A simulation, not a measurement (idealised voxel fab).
process module | voxel capacitor over wiring
cross-section cut | 180 nm wide | cells 5 nm
A cross-section is a grid of square cells, given in bands from the top down. A band is one or more rows of cells.
Each band's line starts with the height of the band's top and of its bottom, in nm. Then come its materials from left to right, each with its width in nm. One material with "throughout" fills the band from edge to edge. "air" is empty space.
Height 0 is the level under which the wafer as received is all one material. The lowest band goes on downwards, as in "0 down".
A width such as "30 to 40" changes by the same amount from each row of cells to the next, from the band's top row to its bottom row.
"no change" after a step means that no cell of the cross-section changed.
closed voids: empty space of 8 cells or more with no open way to the top, each as width x height at its distance from the left edge, in nm
after a step's settings: what the simulator itself notes on the step
overlay nm, on a step with a mask: how far to the right of its planned place the mask lay; to the left if negative
plan
1 op RECEIVE | material Si
2 op CONFORMAL_DEP | material SiO2 | thk nm 10
3 op DIRECTIONAL_DEP | material TiN | thk nm 5
4 op DIRECTIONAL_DEP | material Ru | thk nm 15
5 op PATTERN | tone cover | mask id METAL_1 | material resist | width nm 25 | pitch nm 85 | thk nm 20 | overlay nm 0
6 op DIRECTIONAL_ETCH | etch materials Ru | depth nm 15
7 op DIRECTIONAL_ETCH | etch materials TiN | depth nm 5
8 op STRIP | etch materials resist
9 op CONFORMAL_DEP | material SiCN | thk nm 5
10 op FILL_DEP | material SiO2 | thk nm 10
11 op CMP | height nm 30
12 op CONFORMAL_DEP | material SiCN | thk nm 5
13 op DIRECTIONAL_DEP | material SiO2 | thk nm 15
14 op DIRECTIONAL_DEP | material aC | thk nm 10
15 op PATTERN | tone open | mask id PLUG_1 | material resist | width nm 15 | thk nm 25 | overlay nm 0
16 op DIRECTIONAL_ETCH | etch materials aC | depth nm 10
17 op STRIP | etch materials resist
18 op DIRECTIONAL_ETCH | etch materials SiO2 | depth nm 15
19 op DIRECTIONAL_ETCH | etch materials SiCN | depth nm 5
20 op STRIP | etch materials aC
21 op EPI | material Ru | thk nm 10
22 op EPI | material Ru | thk nm 10
23 op DIRECTIONAL_DEP | material TiN | thk nm 10
24 op DIRECTIONAL_DEP | material SiN | thk nm 5
25 op DIRECTIONAL_DEP | material TiN | thk nm 5
26 op DIRECTIONAL_DEP | material aC | thk nm 15
27 op PATTERN | tone cover | mask id UPPER_PLATE | material resist | width nm 65 | thk nm 35 | overlay nm 0
28 op DIRECTIONAL_ETCH | etch materials aC | depth nm 15
29 op STRIP | etch materials resist
30 op DIRECTIONAL_ETCH | etch materials TiN | depth nm 5
31 op DIRECTIONAL_ETCH | etch materials SiN | depth nm 5
32 op STRIP | etch materials aC
33 op PATTERN | tone cover | mask id LOWER_PLATE | material resist | width nm 75 | thk nm 15 | overlay nm 0
34 op DIRECTIONAL_ETCH | etch materials TiN | depth nm 10
35 op STRIP | etch materials resist
36 op FILL_DEP | material SiO2 | thk nm 15
37 op CMP | height nm 80
38 op MASKED_ETCH | tone open | mask id PLUG_2 | width nm 15 | etch materials SiO2 | depth nm 10 | overlay nm 0
39 op CONFORMAL_DEP | material TiN | thk nm 5
40 op FILL_DEP | material Cu | thk nm 10
41 op CMP | height nm 80
42 op CONFORMAL_DEP | material SiN | thk nm 5
as received, after step 1
  0 down: Si throughout
  closed voids: none
first wafer at the end, as planned
  85 to 80: SiN throughout
  80 to 75: SiO2 55 | TiN 5 | Cu 5 | TiN 5 | SiO2 110
  75 to 65: SiO2 55 to 45 | TiN 15 to 65 | SiO2 110 to 70
  65 to 60: SiO2 45 | SiN 65 | SiO2 70
  60 to 50: SiO2 40 | TiN 75 | SiO2 65
  50 to 35: SiO2 45 | Ru 15 | SiO2 120
  35 to 30: SiCN 45 | Ru 15 | SiCN 120
  30 to 15: SiO2 30 | SiCN 5 | Ru 25 | SiCN 5 | SiO2 50 | SiCN 5 | Ru 25 | SiCN 5 | SiO2 30
  15 to 10: SiCN 35 | TiN 25 | SiCN 60 | TiN 25 | SiCN 35
  10 to 0: SiO2 throughout
  0 down: Si throughout
  closed voids: none
second wafer at the end: like start, like plan, one mistake
  85 to 80: SiN throughout
  80 to 75: SiO2 55 | TiN 5 | Cu 5 | TiN 5 | SiO2 110
  75 to 70: SiO2 55 | TiN 15 | SiO2 110
  70 to 65: SiO2 45 | TiN 15 | SiO2 40 | TiN 10 | SiO2 70
  65 to 60: SiO2 45 | SiN 15 | SiO2 40 | SiN 10 | SiO2 70
  60 to 50: SiO2 40 | TiN 20 | SiO2 40 | TiN 15 | SiO2 65
  50 to 45: SiO2 15 | Ru 30 | SiO2 15 | TiN 40 | Ru 65 | SiO2 15
  45 to 40: SiO2 15 | Ru 30 | SiO2 15 | SiN 40 | Ru 65 | SiO2 15
  40 to 35: SiO2 15 | Ru 30 | SiO2 15 | TiN 40 | Ru 65 | SiO2 15
  35 to 30: SiO2 15 | Ru 30 | SiCN 15 | TiN 40 | Ru 65 | SiO2 15
  30 to 15: SiO2 30 | SiCN 5 | Ru 25 | SiCN 5 | SiO2 50 | SiCN 5 | Ru 25 | SiCN 5 | SiO2 30
  15 to 10: SiCN 35 | TiN 25 | SiCN 60 | TiN 25 | SiCN 35
  10 to 0: SiO2 throughout
  0 down: Si throughout
  closed voids: none
what went wrong: step 15 ran as: op PATTERN | tone cover | mask id PLUG_1 | material resist | width nm 15 | thk nm 25 | overlay nm 0
at the end the second wafer has, in cells: 64 more of Ru | 30 fewer of SiCN | 34 fewer of SiO2
